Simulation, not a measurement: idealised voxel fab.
Process module in this document: voxel transistor to metal
Shown is cross-section cut, with a width of 185 nm and square cells of size 5 nm.
Square cells in a grid make up a cross-section in this document, and the grid is given as bands, listed from the top down, each one or more rows of cells. This entry defines a band. It first specifies the height of the band's top and the height of its bottom in nm, and then specifies the band's materials from left to right, stating each material with its width in nm. The word "edge to edge" identifies a single material that fills the band from edge to edge, while the word "air" identifies empty space. Measure heights from 0. That's the level where, below it, the as-received wafer is all one material. The lowest band is bottomless and extends downward; write it as in "0 nm and below". It should be noted that a width expressed as "30..40" varies in equal increments from row to row of cells within the band, taking the value of the first number at the top row and that of the second number at the bottom row. "no modification" (step): cross-section cells unchanged, all of them. Empty spaces counting at least 8 cells and having no open way to the top are listed in "Closed void listing". The notation width x height at distance is used for each, the distance being from the left edge and all three values in nm. Where a step's line continues beyond its settings, the continuation is a remark by the simulator itself on that step. overlay nm: how far to the right of its planned place the mask lay on this masked step (negative: to the left).

**Process steps - plan**
1. RECEIVE,material Si
2. OXIDIZE,depth nm 5
3. CONFORMAL_DEP,material SiN,thk nm 10
4. DIRECTIONAL_DEP,material aC,thk nm 15
5. PATTERN,tone cover,mask id ACTIVE,material resist,width nm 110,thk nm 30,overlay nm 0
6. DIRECTIONAL_ETCH,etch materials aC,depth nm 15
7. STRIP,etch materials resist
8. DIRECTIONAL_ETCH,etch materials SiN,depth nm 10
9. DIRECTIONAL_ETCH,etch materials SiO2,depth nm 5
10. DIRECTIONAL_ETCH,etch materials Si,depth nm 30
11. STRIP,etch materials aC
12. FILL_DEP,material SiO2,thk nm 15
13. CMP,height nm 10
14. SELECTIVE_ETCH,etch materials SiO2,depth nm 10
15. STRIP,etch materials SiN
16. SELECTIVE_ETCH,etch materials SiO2,depth nm 5
17. OXIDIZE,depth nm 5
18. DIRECTIONAL_DEP,material polySi,thk nm 20
19. DIRECTIONAL_DEP,material SiCN,thk nm 10
20. MASKED_ETCH,tone cover,mask id GATE,width nm 30,etch materials SiCN,depth nm 20,overlay nm 0
21. MASKED_ETCH,tone cover,mask id GATE,width nm 30,etch materials polySi,depth nm 30,overlay nm 0
22. CONFORMAL_DEP,material SiO2,thk nm 5
23. DIRECTIONAL_ETCH,etch materials SiO2,depth nm 5
24. CONFORMAL_DEP,material SiN,thk nm 5
25. DIRECTIONAL_ETCH,etch materials SiN,depth nm 5
26. DIRECTIONAL_ETCH,etch materials SiO2,depth nm 5
27. DIRECTIONAL_ETCH,etch materials Si,depth nm 10
28. EPI,material nSi,thk nm 15
29. FILL_DEP,material SiO2,thk nm 5
30. CMP,height nm 15
31. STRIP,etch materials polySi
32. SELECTIVE_ETCH,etch materials SiO2,depth nm 5
33. CONFORMAL_DEP,material HfO2,thk nm 5
34. CONFORMAL_DEP,material TiN,thk nm 5
35. FILL_DEP,material W,thk nm 10
36. CMP,height nm 10
37. DIRECTIONAL_DEP,material SiO2,thk nm 10
38. DIRECTIONAL_DEP,material aC,thk nm 10
39. PATTERN,tone open,mask id CONTACT,material resist,width nm 15,pitch nm 75,thk nm 30,overlay nm 0
40. DIRECTIONAL_ETCH,etch materials aC,depth nm 10
41. STRIP,etch materials resist
42. DIRECTIONAL_ETCH,etch materials SiO2,depth nm 25
43. STRIP,etch materials aC
44. CONFORMAL_DEP,material TiN,thk nm 5
45. FILL_DEP,material Ru,thk nm 10
46. CMP,height nm 20
47. CONFORMAL_DEP,material SiN,thk nm 5
48. DIRECTIONAL_DEP,material lowk,thk nm 25
49. MASKED_ETCH,tone open,mask id METAL_1,width nm 15,pitch nm 75,etch materials lowk,depth nm 25,overlay nm 0
50. MASKED_ETCH,tone open,mask id METAL_1,width nm 15,pitch nm 75,etch materials SiN,depth nm 5,overlay nm 0
51. CONFORMAL_DEP,material TiN,thk nm 5
52. FILL_DEP,material Ru,thk nm 10
53. CMP,height nm 50
54. EPI,material Ru,thk nm 5
55. FILL_DEP,material SiCN,thk nm 5
56. DIRECTIONAL_DEP,material lowk,thk nm 30
57. PATTERN,tone open,mask id METAL_2,material resist,width nm 15,pitch nm 75,thk nm 15,overlay nm 0
58. DIRECTIONAL_ETCH,etch materials lowk,depth nm 20
59. STRIP,etch materials resist
60. MASKED_ETCH,tone open,mask id METAL_2_HOLES,width nm 15,pitch nm 75,etch materials lowk,depth nm 10,overlay nm 0
61. MASKED_ETCH,tone open,mask id METAL_2_HOLES,width nm 15,pitch nm 75,etch materials SiCN,depth nm 5,overlay nm 0
62. CONFORMAL_DEP,material TiN,thk nm 5
63. FILL_DEP,material Cu,thk nm 10
64. CMP,height nm 90
65. CONFORMAL_DEP,material SiN,thk nm 5

**First of two wafers, with the run carried out as planned**

**So this is the incoming wafer in cross-section - it's already been through step 1**
- 0 nm and below  Si edge to edge
- Closed void listing: none

**Take a look at the wafer's cross-section after step 2**
- 0 nm to -5 nm  SiO2 edge to edge
- Below -5, the layers are the same as they were.

**Take a look at the wafer's cross-section after step 3**
- 10 nm to 0 nm  SiN edge to edge
- Below 0, the layers are the same as they were.

**Take a look at the wafer's cross-section after step 4**
- 25 nm to 10 nm  aC edge to edge
- Below 10, the layers are the same as they were.

**Take a look at the wafer's cross-section after step 5**
- 55 nm to 25 nm  air (35); resist (110); air (40)
- Below 25, the layers are the same as they were.

**Take a look at the wafer's cross-section after step 6**
- 40 nm to 25 nm  air (35); resist (110); air (40)
- 25 nm to 10 nm  air (35); aC (110); air (40)
- Below 10, the layers are the same as they were.

**Take a look at the wafer's cross-section after step 7**
- 25 nm to 10 nm  air (35); aC (110); air (40)
- Below 10, the layers are the same as they were.

**Take a look at the wafer's cross-section after step 8**
- 25 nm to 10 nm  air (35); aC (110); air (40)
- 10 nm to 0 nm  air (35); SiN (110); air (40)
- Below 0, the layers are the same as they were.

**Take a look at the wafer's cross-section after step 9**
- 25 nm to 10 nm  air (35); aC (110); air (40)
- 10 nm to 0 nm  air (35); SiN (110); air (40)
- 0 nm to -5 nm  air (35); SiO2 (110); air (40)
- Below -5, the layers are the same as they were.

**Take a look at the wafer's cross-section after step 10**
- 25 nm to 10 nm  air (35); aC (110); air (40)
- 10 nm to 0 nm  air (35); SiN (110); air (40)
- 0 nm to -5 nm  air (35); SiO2 (110); air (40)
- -5 nm to -35 nm  air (35); Si (110); air (40)
- Below -35, the layers are the same as they were.

**Take a look at the wafer's cross-section after step 11**
- 10 nm to 0 nm  air (35); SiN (110); air (40)
- Below 0, the layers are the same as they were.

**Take a look at the wafer's cross-section after step 12**
- 25 nm to 10 nm  SiO2 edge to edge
- 10 nm to 0 nm  SiO2 (35); SiN (110); SiO2 (40)
- 0 nm to -5 nm  SiO2 edge to edge
- -5 nm to -35 nm  SiO2 (35); Si (110); SiO2 (40)
- Below -35, the layers are the same as they were.

**Take a look at the wafer's cross-section after step 13**
- 10 nm to 0 nm  SiO2 (35); SiN (110); SiO2 (40)
- Below 0, the layers are the same as they were.

**Take a look at the wafer's cross-section after step 14**
- 10 nm to 0 nm  air (35); SiN (110); air (40)
- Below 0, the layers are the same as they were.

**Take a look at the wafer's cross-section after step 15**
- 0 nm to -5 nm  SiO2 edge to edge
- Below -5, the layers are the same as they were.

**Take a look at the wafer's cross-section after step 16**
- -5 nm to -35 nm  SiO2 (35); Si (110); SiO2 (40)
- Below -35, the layers are the same as they were.

**Take a look at the wafer's cross-section after step 17**
- -5 nm to -10 nm  SiO2 edge to edge
- Below -10, the layers are the same as they were.

**Take a look at the wafer's cross-section after step 18**
- 15 nm to -5 nm  polySi edge to edge
- Below -5, the layers are the same as they were.

**Take a look at the wafer's cross-section after step 19**
- 25 nm to 15 nm  SiCN edge to edge
- Below 15, the layers are the same as they were.

**Take a look at the wafer's cross-section after step 20**
- 25 nm to 15 nm  air (75); SiCN (30); air (80)
- Below 15, the layers are the same as they were.

**Take a look at the wafer's cross-section after step 21**
- 25 nm to 15 nm  air (75); SiCN (30); air (80)
- 15 nm to -5 nm  air (75); polySi (30); air (80)
- Below -5, the layers are the same as they were.

**Take a look at the wafer's cross-section after step 22**
- 30 nm to 25 nm  air (70); SiO2 (40); air (75)
- 25 nm to 15 nm  air (70); SiO2 (5); SiCN (30); SiO2 (5); air (75)
- 15 nm to 0 nm  air (70); SiO2 (5); polySi (30); SiO2 (5); air (75)
- 0 nm to -5 nm  SiO2 (75); polySi (30); SiO2 (80)
- Below -5, the layers are the same as they were.

**Take a look at the wafer's cross-section after step 23**
- 25 nm to 15 nm  air (70); SiO2 (5); SiCN (30); SiO2 (5); air (75)
- 15 nm to -5 nm  air (70); SiO2 (5); polySi (30); SiO2 (5); air (75)
- Below -5, the layers are the same as they were.

**Take a look at the wafer's cross-section after step 24**
- 30 nm to 25 nm  air (65); SiN (50); air (70)
- 25 nm to 15 nm  air (65); SiN (5); SiO2 (5); SiCN (30); SiO2 (5); SiN (5); air (70)
- 15 nm to 0 nm  air (65); SiN (5); SiO2 (5); polySi (30); SiO2 (5); SiN (5); air (70)
- 0 nm to -5 nm  SiN (70); SiO2 (5); polySi (30); SiO2 (5); SiN (75)
- Below -5, the layers are the same as they were.

**Take a look at the wafer's cross-section after step 25**
- 25 nm to 15 nm  air (65); SiN (5); SiO2 (5); SiCN (30); SiO2 (5); SiN (5); air (70)
- 15 nm to -5 nm  air (65); SiN (5); SiO2 (5); polySi (30); SiO2 (5); SiN (5); air (70)
- Below -5, the layers are the same as they were.

**Take a look at the wafer's cross-section after step 26**
- 25 nm to 20 nm  air (65); SiN (5); air (5); SiCN (30); air (5); SiN (5); air (70)
- 20 nm to 15 nm  air (65); SiN (5); SiO2 (5); SiCN (30); SiO2 (5); SiN (5); air (70)
- 15 nm to -5 nm  air (65); SiN (5); SiO2 (5); polySi (30); SiO2 (5); SiN (5); air (70)
- -5 nm to -10 nm  air (65); SiO2 (50); air (70)
- Below -10, the layers are the same as they were.

**Take a look at the wafer's cross-section after step 27**
- 25 nm to 20 nm  air (65); SiN (5); air (5); SiCN (30); air (5); SiN (5); air (70)
- 20 nm to 15 nm  air (65); SiN (5); SiO2 (5); SiCN (30); SiO2 (5); SiN (5); air (70)
- 15 nm to -5 nm  air (65); SiN (5); SiO2 (5); polySi (30); SiO2 (5); SiN (5); air (70)
- -5 nm to -10 nm  air (65); SiO2 (50); air (70)
- -10 nm to -20 nm  SiO2 (35); air (30); Si (50); air (30); SiO2 (40)
- Below -20, the layers are the same as they were.

**Take a look at the wafer's cross-section after step 28**
- 25 nm to 20 nm  air (65); SiN (5); air (5); SiCN (30); air (5); SiN (5); air (70)
- 20 nm to 15 nm  air (65); SiN (5); SiO2 (5); SiCN (30); SiO2 (5); SiN (5); air (70)
- 15 nm to 5 nm  air (65); SiN (5); SiO2 (5); polySi (30); SiO2 (5); SiN (5); air (70)
- 5 nm to -5 nm  air (50); nSi (15); SiN (5); SiO2 (5); polySi (30); SiO2 (5); SiN (5); nSi (15); air (55)
- -5 nm to -10 nm  air (30); nSi (35); SiO2 (50); nSi (35); air (35)
- -10 nm to -20 nm  SiO2 (35); nSi (30); Si (50); nSi (30); SiO2 (40)
- Below -20, the layers are the same as they were.

**Take a look at the wafer's cross-section after step 29**
- 30 nm to 25 nm  SiO2 edge to edge
- 25 nm to 15 nm  SiO2 (65); SiN (5); SiO2 (5); SiCN (30); SiO2 (5); SiN (5); SiO2 (70)
- 15 nm to 5 nm  SiO2 (65); SiN (5); SiO2 (5); polySi (30); SiO2 (5); SiN (5); SiO2 (70)
- 5 nm to -5 nm  SiO2 (50); nSi (15); SiN (5); SiO2 (5); polySi (30); SiO2 (5); SiN (5); nSi (15); SiO2 (55)
- -5 nm to -10 nm  SiO2 (30); nSi (35); SiO2 (50); nSi (35); SiO2 (35)
- Below -10, the layers are the same as they were.

**Take a look at the wafer's cross-section after step 30**
- 15 nm to 5 nm  SiO2 (65); SiN (5); SiO2 (5); polySi (30); SiO2 (5); SiN (5); SiO2 (70)
- Below 5, the layers are the same as they were.

**Take a look at the wafer's cross-section after step 31**
- 15 nm to 5 nm  SiO2 (65); SiN (5); SiO2 (5); air (30); SiO2 (5); SiN (5); SiO2 (70)
- 5 nm to -5 nm  SiO2 (50); nSi (15); SiN (5); SiO2 (5); air (30); SiO2 (5); SiN (5); nSi (15); SiO2 (55)
- Below -5, the layers are the same as they were.

**Take a look at the wafer's cross-section after step 32**
- 15 nm to 10 nm  air (65); SiN (5); air (40); SiN (5); air (70)
- 10 nm to 5 nm  SiO2 (65); SiN (5); air (40); SiN (5); SiO2 (70)
- 5 nm to -5 nm  SiO2 (50); nSi (15); SiN (5); air (40); SiN (5); nSi (15); SiO2 (55)
- -5 nm to -10 nm  SiO2 (30); nSi (35); SiO2 (5); air (40); SiO2 (5); nSi (35); SiO2 (35)
- Below -10, the layers are the same as they were.

**Take a look at the wafer's cross-section after step 33**
- 20 nm to 15 nm  air (60); HfO2 (15); air (30); HfO2 (15); air (65)
- 15 nm to 10 nm  HfO2 (65); SiN (5); HfO2 (5); air (30); HfO2 (5); SiN (5); HfO2 (70)
- 10 nm to 5 nm  SiO2 (65); SiN (5); HfO2 (5); air (30); HfO2 (5); SiN (5); SiO2 (70)
- 5 nm to -5 nm  SiO2 (50); nSi (15); SiN (5); HfO2 (5); air (30); HfO2 (5); SiN (5); nSi (15); SiO2 (55)
- -5 nm to -10 nm  SiO2 (30); nSi (35); SiO2 (5); HfO2 (40); SiO2 (5); nSi (35); SiO2 (35)
- Below -10, the layers are the same as they were.

**Take a look at the wafer's cross-section after step 34**
- 25 nm to 20 nm  air (55); TiN (25); air (20); TiN (25); air (60)
- 20 nm to 15 nm  TiN (60); HfO2 (15); TiN (5); air (20); TiN (5); HfO2 (15); TiN (65)
- 15 nm to 10 nm  HfO2 (65); SiN (5); HfO2 (5); TiN (5); air (20); TiN (5); HfO2 (5); SiN (5); HfO2 (70)
- 10 nm to 5 nm  SiO2 (65); SiN (5); HfO2 (5); TiN (5); air (20); TiN (5); HfO2 (5); SiN (5); SiO2 (70)
- 5 nm to 0 nm  SiO2 (50); nSi (15); SiN (5); HfO2 (5); TiN (5); air (20); TiN (5); HfO2 (5); SiN (5); nSi (15); SiO2 (55)
- 0 nm to -5 nm  SiO2 (50); nSi (15); SiN (5); HfO2 (5); TiN (30); HfO2 (5); SiN (5); nSi (15); SiO2 (55)
- Below -5, the layers are the same as they were.

**Take a look at the wafer's cross-section after step 35**
- 35 nm to 25 nm  W edge to edge
- 25 nm to 20 nm  W (55); TiN (25); W (20); TiN (25); W (60)
- 20 nm to 15 nm  TiN (60); HfO2 (15); TiN (5); W (20); TiN (5); HfO2 (15); TiN (65)
- 15 nm to 10 nm  HfO2 (65); SiN (5); HfO2 (5); TiN (5); W (20); TiN (5); HfO2 (5); SiN (5); HfO2 (70)
- 10 nm to 5 nm  SiO2 (65); SiN (5); HfO2 (5); TiN (5); W (20); TiN (5); HfO2 (5); SiN (5); SiO2 (70)
- 5 nm to 0 nm  SiO2 (50); nSi (15); SiN (5); HfO2 (5); TiN (5); W (20); TiN (5); HfO2 (5); SiN (5); nSi (15); SiO2 (55)
- Below 0, the layers are the same as they were.

**Take a look at the wafer's cross-section after step 36**
- 10 nm to 5 nm  SiO2 (65); SiN (5); HfO2 (5); TiN (5); W (20); TiN (5); HfO2 (5); SiN (5); SiO2 (70)
- Below 5, the layers are the same as they were.

**Take a look at the wafer's cross-section after step 37**
- 20 nm to 10 nm  SiO2 edge to edge
- Below 10, the layers are the same as they were.

**Take a look at the wafer's cross-section after step 38**
- 30 nm to 20 nm  aC edge to edge
- Below 20, the layers are the same as they were.

**Take a look at the wafer's cross-section after step 39**
- 60 nm to 30 nm  resist (45); air (15); resist (60); air (15); resist (50)
- Below 30, the layers are the same as they were.

**Take a look at the wafer's cross-section after step 40**
- 50 nm to 30 nm  resist (45); air (15); resist (60); air (15); resist (50)
- 30 nm to 20 nm  aC (45); air (15); aC (60); air (15); aC (50)
- Below 20, the layers are the same as they were.

**Take a look at the wafer's cross-section after step 41**
- 30 nm to 20 nm  aC (45); air (15); aC (60); air (15); aC (50)
- Below 20, the layers are the same as they were.

**Take a look at the wafer's cross-section after step 42**
- 30 nm to 20 nm  aC (45); air (15); aC (60); air (15); aC (50)
- 20 nm to 10 nm  SiO2 (45); air (15); SiO2 (60); air (15); SiO2 (50)
- 10 nm to 5 nm  SiO2 (45); air (15); SiO2 (5); SiN (5); HfO2 (5); TiN (5); W (20); TiN (5); HfO2 (5); SiN (5); SiO2 (5); air (15); SiO2 (50)
- 5 nm to 0 nm  SiO2 (45); air (5); nSi (15); SiN (5); HfO2 (5); TiN (5); W (20); TiN (5); HfO2 (5); SiN (5); nSi (15); air (5); SiO2 (50)
- 0 nm to -5 nm  SiO2 (45); air (5); nSi (15); SiN (5); HfO2 (5); TiN (30); HfO2 (5); SiN (5); nSi (15); air (5); SiO2 (50)
- Below -5, the layers are the same as they were.

**Take a look at the wafer's cross-section after step 43**
- 20 nm to 10 nm  SiO2 (45); air (15); SiO2 (60); air (15); SiO2 (50)
- Below 10, the layers are the same as they were.

**Take a look at the wafer's cross-section after step 44**
- 25 nm to 20 nm  TiN (50); air (5); TiN (70); air (5); TiN (55)
- 20 nm to 10 nm  SiO2 (45); TiN (5); air (5); TiN (5); SiO2 (60); TiN (5); air (5); TiN (5); SiO2 (50)
- 10 nm to 5 nm  SiO2 (45); TiN (15); SiO2 (5); SiN (5); HfO2 (5); TiN (5); W (20); TiN (5); HfO2 (5); SiN (5); SiO2 (5); TiN (15); SiO2 (50)
- 5 nm to 0 nm  SiO2 (45); TiN (5); nSi (15); SiN (5); HfO2 (5); TiN (5); W (20); TiN (5); HfO2 (5); SiN (5); nSi (15); TiN (5); SiO2 (50)
- 0 nm to -5 nm  SiO2 (45); TiN (5); nSi (15); SiN (5); HfO2 (5); TiN (30); HfO2 (5); SiN (5); nSi (15); TiN (5); SiO2 (50)
- Below -5, the layers are the same as they were.

**Take a look at the wafer's cross-section after step 45**
- 35 nm to 25 nm  Ru edge to edge
- 25 nm to 20 nm  TiN (50); Ru (5); TiN (70); Ru (5); TiN (55)
- 20 nm to 10 nm  SiO2 (45); TiN (5); Ru (5); TiN (5); SiO2 (60); TiN (5); Ru (5); TiN (5); SiO2 (50)
- Below 10, the layers are the same as they were.

**Take a look at the wafer's cross-section after step 46**
- 20 nm to 10 nm  SiO2 (45); TiN (5); Ru (5); TiN (5); SiO2 (60); TiN (5); Ru (5); TiN (5); SiO2 (50)
- Below 10, the layers are the same as they were.

**Take a look at the wafer's cross-section after step 47**
- 25 nm to 20 nm  SiN edge to edge
- Below 20, the layers are the same as they were.

**Take a look at the wafer's cross-section after step 48**
- 50 nm to 25 nm  lowk edge to edge
- Below 25, the layers are the same as they were.

**Take a look at the wafer's cross-section after step 49**
- 50 nm to 25 nm  lowk (45); air (15); lowk (60); air (15); lowk (50)
- Below 25, the layers are the same as they were.

**Take a look at the wafer's cross-section after step 50**
- 50 nm to 25 nm  lowk (45); air (15); lowk (60); air (15); lowk (50)
- 25 nm to 20 nm  SiN (45); air (15); SiN (60); air (15); SiN (50)
- Below 20, the layers are the same as they were.

**Take a look at the wafer's cross-section after step 51**
- 55 nm to 50 nm  TiN (50); air (5); TiN (70); air (5); TiN (55)
- 50 nm to 25 nm  lowk (45); TiN (5); air (5); TiN (5); lowk (60); TiN (5); air (5); TiN (5); lowk (50)
- 25 nm to 20 nm  SiN (45); TiN (15); SiN (60); TiN (15); SiN (50)
- Below 20, the layers are the same as they were.

**Take a look at the wafer's cross-section after step 52**
- 65 nm to 55 nm  Ru edge to edge
- 55 nm to 50 nm  TiN (50); Ru (5); TiN (70); Ru (5); TiN (55)
- 50 nm to 25 nm  lowk (45); TiN (5); Ru (5); TiN (5); lowk (60); TiN (5); Ru (5); TiN (5); lowk (50)
- Below 25, the layers are the same as they were.

**Take a look at the wafer's cross-section after step 53**
- 50 nm to 25 nm  lowk (45); TiN (5); Ru (5); TiN (5); lowk (60); TiN (5); Ru (5); TiN (5); lowk (50)
- Below 25, the layers are the same as they were.

**Take a look at the wafer's cross-section after step 54**
- 55 nm to 50 nm  air (40); Ru (25); air (50); Ru (25); air (45)
- Below 50, the layers are the same as they were.

**Take a look at the wafer's cross-section after step 55**
- 60 nm to 55 nm  SiCN edge to edge
- 55 nm to 50 nm  SiCN (40); Ru (25); SiCN (50); Ru (25); SiCN (45)
- Below 50, the layers are the same as they were.

**Take a look at the wafer's cross-section after step 56**
- 90 nm to 60 nm  lowk edge to edge
- Below 60, the layers are the same as they were.

**Take a look at the wafer's cross-section after step 57**
- 105 nm to 90 nm  resist (45); air (15); resist (60); air (15); resist (50)
- Below 90, the layers are the same as they were.

**Take a look at the wafer's cross-section after step 58**
- 105 nm to 90 nm  resist (45); air (15); resist (60); air (15); resist (50)
- 90 nm to 70 nm  lowk (45); air (15); lowk (60); air (15); lowk (50)
- Below 70, the layers are the same as they were.

**Take a look at the wafer's cross-section after step 59**
- 90 nm to 70 nm  lowk (45); air (15); lowk (60); air (15); lowk (50)
- Below 70, the layers are the same as they were.

**Take a look at the wafer's cross-section after step 60**
- 90 nm to 60 nm  lowk (45); air (15); lowk (60); air (15); lowk (50)
- Below 60, the layers are the same as they were.

**Take a look at the wafer's cross-section after step 61**
- 90 nm to 60 nm  lowk (45); air (15); lowk (60); air (15); lowk (50)
- 60 nm to 55 nm  SiCN (45); air (15); SiCN (60); air (15); SiCN (50)
- Below 55, the layers are the same as they were.

**Take a look at the wafer's cross-section after step 62**
- 95 nm to 90 nm  TiN (50); air (5); TiN (70); air (5); TiN (55)
- 90 nm to 60 nm  lowk (45); TiN (5); air (5); TiN (5); lowk (60); TiN (5); air (5); TiN (5); lowk (50)
- 60 nm to 55 nm  SiCN (45); TiN (15); SiCN (60); TiN (15); SiCN (50)
- Below 55, the layers are the same as they were.

**Take a look at the wafer's cross-section after step 63**
- 105 nm to 95 nm  Cu edge to edge
- 95 nm to 90 nm  TiN (50); Cu (5); TiN (70); Cu (5); TiN (55)
- 90 nm to 60 nm  lowk (45); TiN (5); Cu (5); TiN (5); lowk (60); TiN (5); Cu (5); TiN (5); lowk (50)
- Below 60, the layers are the same as they were.

**Take a look at the wafer's cross-section after step 64**
- 90 nm to 60 nm  lowk (45); TiN (5); Cu (5); TiN (5); lowk (60); TiN (5); Cu (5); TiN (5); lowk (50)
- Below 60, the layers are the same as they were.

**Take a look at the wafer's cross-section after step 65**
- 95 nm to 90 nm  SiN edge to edge
- Below 90, the layers are the same as they were.

**Second wafer: same start and same plan as the first, one execution error; identical to the first through step 60**

**What the second wafer looks like in cross-section when step 61 should have wrapped up**
- 90 nm to 60 nm  lowk (45); air (15); lowk (60); air (15); lowk (50)
- 60 nm to 55 nm  SiCN (45); air (10); SiCN (65); air (10); SiCN (55)
- Below 55, the layers are the same as they were.

**What the second wafer looks like in cross-section when step 62 should have wrapped up**
- 95 nm to 90 nm  TiN (50); air (5); TiN (70); air (5); TiN (55)
- 90 nm to 65 nm  lowk (45); TiN (5); air (5); TiN (5); lowk (60); TiN (5); air (5); TiN (5); lowk (50)
- 65 nm to 60 nm  lowk (45); TiN (15); lowk (60); TiN (15); lowk (50)
- 60 nm to 55 nm  SiCN (45); TiN (10); SiCN (65); TiN (10); SiCN (55)
- Below 55, the layers are the same as they were.

**What the second wafer looks like in cross-section when step 63 should have wrapped up**
- 105 nm to 95 nm  Cu edge to edge
- 95 nm to 90 nm  TiN (50); Cu (5); TiN (70); Cu (5); TiN (55)
- 90 nm to 65 nm  lowk (45); TiN (5); Cu (5); TiN (5); lowk (60); TiN (5); Cu (5); TiN (5); lowk (50)
- Below 65, the layers are the same as they were.

**What the second wafer looks like in cross-section when step 64 should have wrapped up**
- 90 nm to 65 nm  lowk (45); TiN (5); Cu (5); TiN (5); lowk (60); TiN (5); Cu (5); TiN (5); lowk (50)
- Below 65, the layers are the same as they were.

**What the second wafer looks like in cross-section when step 65 should have wrapped up**
- 95 nm to 90 nm  SiN edge to edge
- Below 90, the layers are the same as they were.
Finding, execution versus plan: contrary to plan, step 61 was performed as MASKED_ETCH,tone open,mask id METAL_2_HOLES,width nm 15,pitch nm 75,etch materials SiCN,depth nm 5,overlay nm -5
Looking at both finished wafers in cells, the second ends up ahead of or behind the first on some materials: -2 Cu | +2 SiCN
